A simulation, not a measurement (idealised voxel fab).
process module | voxel plated lines
cross-section cut | 225 nm wide | cells 5 nm
A cross-section is a grid of square cells, given in bands from the top down. A band is one or more rows of cells.
Each band's line starts with the height of the band's top and of its bottom, in nm. Then come its materials from left to right, each with its width in nm. One material with "throughout" fills the band from edge to edge. "air" is empty space.
Height 0 is the level under which the wafer as received is all one material. The lowest band goes on downwards, as in "0 down".
A width such as "30 to 40" changes by the same amount from each row of cells to the next, from the band's top row to its bottom row.
"no change" after a step means that no cell of the cross-section changed.
closed voids: empty space of 8 cells or more with no open way to the top, each as width x height at its distance from the left edge, in nm
after a step's settings: what the simulator itself notes on the step
overlay nm, on a step with a mask: how far to the right of its planned place the mask lay; to the left if negative
plan
1 op RECEIVE | material Si
2 op CONFORMAL_DEP | material SiO2 | thk nm 5
3 op DIRECTIONAL_DEP | material TiN | thk nm 5
4 op PATTERN | tone open | mask id LINES | material resist | width nm 30 | pitch nm 45 | thk nm 30 | overlay nm 0
5 op EPI | material Ru | thk nm 10
6 op EPI | material Ru | thk nm 10
7 op STRIP | etch materials resist
8 op DIRECTIONAL_ETCH | etch materials TiN | depth nm 5
9 op CONFORMAL_DEP | material SiN | thk nm 10
as received, after step 1
  0 down: Si throughout
  closed voids: none
first wafer at the end, as planned
  40 to 30: air 40 | SiN 140 | air 45
  30 to 15: air 40 | SiN 10 | Ru 30 | SiN 15 | Ru 30 | SiN 15 | Ru 30 | SiN 10 | air 45
  15 to 10: SiN 50 | Ru 30 | SiN 15 | Ru 30 | SiN 15 | Ru 30 | SiN 55
  10 to 5: SiN 50 | TiN 30 | SiN 15 | TiN 30 | SiN 15 | TiN 30 | SiN 55
  5 to 0: SiO2 throughout
  0 down: Si throughout
  closed voids: none
second wafer at the end: like start, like plan, one mistake
  40 to 30: SiN 60 | air 10 | SiN 35 | air 10 | SiN 35 | air 10 | SiN 65
  30 to 15: Ru 50 | SiN 10 | air 10 | SiN 10 | Ru 15 | SiN 10 | air 10 | SiN 10 | Ru 15 | SiN 10 | air 10 | SiN 10 | Ru 55
  15 to 10: Ru 50 | SiN 30 | Ru 15 | SiN 30 | Ru 15 | SiN 30 | Ru 55
  10 to 5: TiN 50 | SiN 30 | TiN 15 | SiN 30 | TiN 15 | SiN 30 | TiN 55
  5 to 0: SiO2 throughout
  0 down: Si throughout
  closed voids: none
what went wrong: step 4 ran as: op PATTERN | tone cover | mask id LINES | material resist | width nm 30 | pitch nm 45 | thk nm 30 | overlay nm 0
at the end the second wafer has, in cells: 36 more of Ru | 10 more of SiN | 9 more of TiN
